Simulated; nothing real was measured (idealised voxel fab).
This section sets out a process module, namely voxel ribs on slabs.
Section shown: cut. Width: 160 nm. Cell size: 5 nm, square.
For the purposes of this document, a cross-section shall be understood as a grid of square cells, specified as bands listed in top-to-bottom order, each band consisting of one or more rows of cells. The band entry comprises the height of the band's top followed by the height of its bottom, expressed in nm, and subsequently the band's materials from left to right, each stated together with its width in nm. Where a single material is marked with the word "throughout", that material fills the band from edge to edge. The word "empty" represents empty space. All heights in this document are referenced to 0, defined as the level beneath which the wafer, as received, consists entirely of one material. The lowest band is not bounded below; it extends indefinitely downward and is written in the form "0 -> down". Think of "30->40" as a width that walks from the first number to the second as you go down the band, top row to bottom row, taking equal-sized steps from row to row. "remained unchanged" after a step means that no cell of the cross-section changed. Any empty space of 8 cells or more lacking an open way to the top shows up in "Encapsulated voids" as width x height at distance, distance from the left edge, in nm. Past the settings on a step's line: simulator remark, on that step. Steps that use a mask can have "overlay nm" on their line. It says how far the mask sat to the right of where it was meant to be. Negative means to the left.

Here's what the planned process steps look like:
1. RECEIVE | material Si
2. DIRECTIONAL_DEP | material SiO2 | thk nm 25
3. DIRECTIONAL_DEP | material polySi | thk nm 20
4. MASKED_ETCH | tone cover | mask id RIB | width nm 20 | etch materials polySi | depth nm 5 | overlay nm 0
5. DIRECTIONAL_DEP | material aC | thk nm 10
6. PATTERN | tone cover | mask id SLAB | material resist | width nm 50 | thk nm 25 | overlay nm 0
7. DIRECTIONAL_ETCH | etch materials aC | depth nm 10
8. STRIP | etch materials resist
9. DIRECTIONAL_ETCH | etch materials polySi | depth nm 15
10. STRIP | etch materials aC
11. FILL_DEP | material SiO2 | thk nm 25
12. CMP | height nm 60
13. DIRECTIONAL_DEP | material TiN | thk nm 5
14. DIRECTIONAL_DEP | material aC | thk nm 15
15. PATTERN | tone cover | mask id HEATER | material resist | width nm 30 | thk nm 30 | overlay nm 0
16. DIRECTIONAL_ETCH | etch materials aC | depth nm 15
17. STRIP | etch materials resist
18. DIRECTIONAL_ETCH | etch materials TiN | depth nm 5
19. STRIP | etch materials aC
20. CONFORMAL_DEP | material SiN | thk nm 10

Delivered wafer in cross-section: state after step 1:
> 0 -> down  Si throughout
> Encapsulated voids: none

One mistake in running the module, otherwise start and plan as above: cross-section at the end:
> 75 -> 70  empty 55 nm; SiN 50 nm; empty 55 nm
> 70 -> 65  SiN throughout
> 65 -> 60  SiN 65 nm; TiN 30 nm; SiN 65 nm
> 60 -> 55  SiO2 throughout
> 55 -> 50  SiO2 70 nm; polySi 20 nm; SiO2 70 nm
> 50 -> 35  SiO2 55 nm; polySi 50 nm; SiO2 55 nm
> 35 -> 0  SiO2 throughout
> 0 -> down  Si throughout
> Encapsulated voids: none
Short version of what went wrong: step 2 did not use the planned setting and instead ran as DIRECTIONAL_DEP | material SiO2 | thk nm 35
